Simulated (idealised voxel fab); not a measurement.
You're looking at the process module voxel transistor to metal.
The cross-section shown here is cut; it is 270 nm wide and divided into square cells measuring 5 nm on a side.
Cross-section spec: square-cell grid; bands listed top down; each band is one or more rows. It is stipulated that each band's entry specify, in nanometres, the height of the top of the band and then that of its bottom, followed by the materials of the band in left-to-right sequence, each together with its width in nanometres. A single material marked by the word "edge to edge" is understood to fill the band from edge to edge; the word "blank" is understood to denote empty space. Heights are measured from 0, the level below which the as-received wafer is all one material; the lowest band has no bottom and continues downward, written as in "from 0 down". Per-row width for "30->40": begins at first number (top row of band), ends at second number (bottom row), increment between rows held constant. Step note "nothing altered" = no cross-section cell changed. "Closed-off voids": empty spaces of 8 cells or more with no open way to the top, each given as width x height at distance, distance from the left edge, all in nm. Post-settings text on a step line: simulator's own remark regarding the step. overlay nm: step with mask; distance mask lay right of planned place; negative value = left of planned place.

List of planned process steps
| 1 | RECEIVE | material Si |
| 2 | OXIDIZE | depth nm 5 |
| 3 | CONFORMAL_DEP | material SiN | thk nm 15 |
| 4 | DIRECTIONAL_DEP | material aC | thk nm 10 |
| 5 | PATTERN | tone cover | mask id ACTIVE | material resist | width nm 105 | pitch nm 135 | thk nm 30 | overlay nm 0 |
| 6 | DIRECTIONAL_ETCH | etch materials aC | depth nm 10 |
| 7 | STRIP | etch materials resist |
| 8 | DIRECTIONAL_ETCH | etch materials SiN | depth nm 15 |
| 9 | DIRECTIONAL_ETCH | etch materials SiO2 | depth nm 5 |
| 10 | DIRECTIONAL_ETCH | etch materials Si | depth nm 35 |
| 11 | STRIP | etch materials aC |
| 12 | OXIDIZE | depth nm 5 |
| 13 | FILL_DEP | material SiO2 | thk nm 15 |
| 14 | CMP | height nm 15 |
| 15 | SELECTIVE_ETCH | etch materials SiO2 | depth nm 15 |
| 16 | STRIP | etch materials SiN |
| 17 | SELECTIVE_ETCH | etch materials SiO2 | depth nm 5 |
| 18 | OXIDIZE | depth nm 5 |
| 19 | DIRECTIONAL_DEP | material polySi | thk nm 25 |
| 20 | DIRECTIONAL_DEP | material SiCN | thk nm 10 |
| 21 | PATTERN | tone cover | mask id GATE | material resist | width nm 25 | pitch nm 135 | thk nm 15 | overlay nm 0 |
| 22 | DIRECTIONAL_ETCH | etch materials SiCN | depth nm 20 |
| 23 | DIRECTIONAL_ETCH | etch materials polySi | depth nm 35 |
| 24 | STRIP | etch materials resist |
| 25 | CONFORMAL_DEP | material SiO2 | thk nm 5 |
| 26 | DIRECTIONAL_ETCH | etch materials SiO2 | depth nm 5 |
| 27 | CONFORMAL_DEP | material SiN | thk nm 5 |
| 28 | DIRECTIONAL_ETCH | etch materials SiN | depth nm 5 |
| 29 | DIRECTIONAL_ETCH | etch materials SiO2 | depth nm 5 |
| 30 | DIRECTIONAL_ETCH | etch materials Si | depth nm 10 |
| 31 | EPI | material pSi | thk nm 15 |
| 32 | FILL_DEP | material SiO2 | thk nm 5 |
| 33 | CMP | height nm 30 |
| 34 | DIRECTIONAL_DEP | material SiO2 | thk nm 10 |
| 35 | MASKED_ETCH | tone open | mask id CONTACT | width nm 15 | etch materials SiO2 | depth nm 45 | overlay nm 0 |
| 36 | CONFORMAL_DEP | material TiN | thk nm 5 |
| 37 | FILL_DEP | material W | thk nm 10 |
| 38 | CMP | height nm 40 |
| 39 | DIRECTIONAL_DEP | material TiN | thk nm 5 |
| 40 | DIRECTIONAL_DEP | material W | thk nm 25 |
| 41 | PATTERN | tone cover | mask id METAL_1 | material resist | width nm 15 | thk nm 20 | overlay nm 0 |
| 42 | DIRECTIONAL_ETCH | etch materials W | depth nm 25 |
| 43 | DIRECTIONAL_ETCH | etch materials TiN | depth nm 5 |
| 44 | STRIP | etch materials resist |
| 45 | CONFORMAL_DEP | material SiCN | thk nm 5 |
| 46 | FILL_DEP | material SiO2 | thk nm 5 |
| 47 | CMP | height nm 70 |
| 48 | CONFORMAL_DEP | material SiCN | thk nm 5 |

As received (post step 1): cross-section
* from 0 down | Si edge to edge
* Closed-off voids: none

Wafer cross-section at module end: first of two, run to plan
* from 75 to 70 | SiCN edge to edge
* from 70 to 45 | SiO2: 15  SiCN: 5  W: 15  SiCN: 5  SiO2: 55  SiCN: 5  W: 15  SiCN: 5  SiO2: 30  SiCN: 5  W: 15  SiCN: 5  SiO2: 55  SiCN: 5  W: 15  SiCN: 5  SiO2: 15
* from 45 to 40 | SiCN: 20  TiN: 15  SiCN: 65  TiN: 15  SiCN: 40  TiN: 15  SiCN: 65  TiN: 15  SiCN: 20
* from 40 to 30 | SiO2: 20  TiN: 5  W: 5  TiN: 5  SiO2: 65  TiN: 5  W: 5  TiN: 5  SiO2: 40  TiN: 5  W: 5  TiN: 5  SiO2: 65  TiN: 5  W: 5  TiN: 5  SiO2: 20
* from 30 to 20 | SiO2: 20  TiN: 5  W: 5  TiN: 5  SiO2: 10  SiN: 5  SiO2: 5  SiCN: 25  SiO2: 5  SiN: 5  SiO2: 10  TiN: 5  W: 5  TiN: 5  SiO2: 40  TiN: 5  W: 5  TiN: 5  SiO2: 10  SiN: 5  SiO2: 5  SiCN: 25  SiO2: 5  SiN: 5  SiO2: 10  TiN: 5  W: 5  TiN: 5  SiO2: 20
* from 20 to 10 | SiO2: 20  TiN: 5  W: 5  TiN: 5  SiO2: 10  SiN: 5  SiO2: 5  polySi: 25  SiO2: 5  SiN: 5  SiO2: 10  TiN: 5  W: 5  TiN: 5  SiO2: 40  TiN: 5  W: 5  TiN: 5  SiO2: 10  SiN: 5  SiO2: 5  polySi: 25  SiO2: 5  SiN: 5  SiO2: 10  TiN: 5  W: 5  TiN: 5  SiO2: 20
* from 10 to 5 | SiO2: 20  TiN: 15  SiO2: 10  SiN: 5  SiO2: 5  polySi: 25  SiO2: 5  SiN: 5  SiO2: 10  TiN: 15  SiO2: 40  TiN: 15  SiO2: 10  SiN: 5  SiO2: 5  polySi: 25  SiO2: 5  SiN: 5  SiO2: 10  TiN: 15  SiO2: 20
* from 5 to -5 | SiO2: 20  TiN: 10  pSi: 15  SiN: 5  SiO2: 5  polySi: 25  SiO2: 5  SiN: 5  pSi: 15  TiN: 10  SiO2: 40  TiN: 10  pSi: 15  SiN: 5  SiO2: 5  polySi: 25  SiO2: 5  SiN: 5  pSi: 15  TiN: 10  SiO2: 20
* from -5 to -10 | SiO2: 15  pSi: 30  SiO2: 45  pSi: 30  SiO2: 30  pSi: 30  SiO2: 45  pSi: 30  SiO2: 15
* from -10 to -20 | SiO2: 20  pSi: 25  Si: 45  pSi: 25  SiO2: 40  pSi: 25  Si: 45  pSi: 25  SiO2: 20
* from -20 to -45 | SiO2: 20  Si: 95  SiO2: 40  Si: 95  SiO2: 20
* from -45 down | Si edge to edge
* Closed-off voids: none

Presented here is a cross-section of the second of the two wafers as it stood at the end of the module. It was started in the same manner and assigned the same plan as the first wafer; however, one mistake was made in its execution
* from 75 to 70 | SiCN edge to edge
* from 70 to 45 | SiO2: 10  SiCN: 5  W: 15  SiCN: 5  SiO2: 55  SiCN: 5  W: 15  SiCN: 5  SiO2: 30  SiCN: 5  W: 15  SiCN: 5  SiO2: 55  SiCN: 5  W: 15  SiCN: 5  SiO2: 20
* from 45 to 40 | SiCN: 15  TiN: 15  SiCN: 65  TiN: 15  SiCN: 40  TiN: 15  SiCN: 65  TiN: 15  SiCN: 25
* from 40 to 30 | SiO2: 20  TiN: 5  W: 5  TiN: 5  SiO2: 65  TiN: 5  W: 5  TiN: 5  SiO2: 40  TiN: 5  W: 5  TiN: 5  SiO2: 65  TiN: 5  W: 5  TiN: 5  SiO2: 20
* from 30 to 20 | SiO2: 20  TiN: 5  W: 5  TiN: 5  SiO2: 10  SiN: 5  SiO2: 5  SiCN: 25  SiO2: 5  SiN: 5  SiO2: 10  TiN: 5  W: 5  TiN: 5  SiO2: 40  TiN: 5  W: 5  TiN: 5  SiO2: 10  SiN: 5  SiO2: 5  SiCN: 25  SiO2: 5  SiN: 5  SiO2: 10  TiN: 5  W: 5  TiN: 5  SiO2: 20
* from 20 to 10 | SiO2: 20  TiN: 5  W: 5  TiN: 5  SiO2: 10  SiN: 5  SiO2: 5  polySi: 25  SiO2: 5  SiN: 5  SiO2: 10  TiN: 5  W: 5  TiN: 5  SiO2: 40  TiN: 5  W: 5  TiN: 5  SiO2: 10  SiN: 5  SiO2: 5  polySi: 25  SiO2: 5  SiN: 5  SiO2: 10  TiN: 5  W: 5  TiN: 5  SiO2: 20
* from 10 to 5 | SiO2: 20  TiN: 15  SiO2: 10  SiN: 5  SiO2: 5  polySi: 25  SiO2: 5  SiN: 5  SiO2: 10  TiN: 15  SiO2: 40  TiN: 15  SiO2: 10  SiN: 5  SiO2: 5  polySi: 25  SiO2: 5  SiN: 5  SiO2: 10  TiN: 15  SiO2: 20
* from 5 to -5 | SiO2: 20  TiN: 10  pSi: 15  SiN: 5  SiO2: 5  polySi: 25  SiO2: 5  SiN: 5  pSi: 15  TiN: 10  SiO2: 40  TiN: 10  pSi: 15  SiN: 5  SiO2: 5  polySi: 25  SiO2: 5  SiN: 5  pSi: 15  TiN: 10  SiO2: 20
* from -5 to -10 | SiO2: 15  pSi: 30  SiO2: 45  pSi: 30  SiO2: 30  pSi: 30  SiO2: 45  pSi: 30  SiO2: 15
* from -10 to -20 | SiO2: 20  pSi: 25  Si: 45  pSi: 25  SiO2: 40  pSi: 25  Si: 45  pSi: 25  SiO2: 20
* from -20 to -45 | SiO2: 20  Si: 95  SiO2: 40  Si: 95  SiO2: 20
* from -45 down | Si edge to edge
* Closed-off voids: none
Heads up, the wafer didn't run the way we planned it: step 41 ran as: PATTERN | tone cover | mask id METAL_1 | material resist | width nm 15 | thk nm 20 | overlay nm -5
If you tally the cells, the second wafer ends up with the same amount of every material as the first; it's all just sitting in different places.
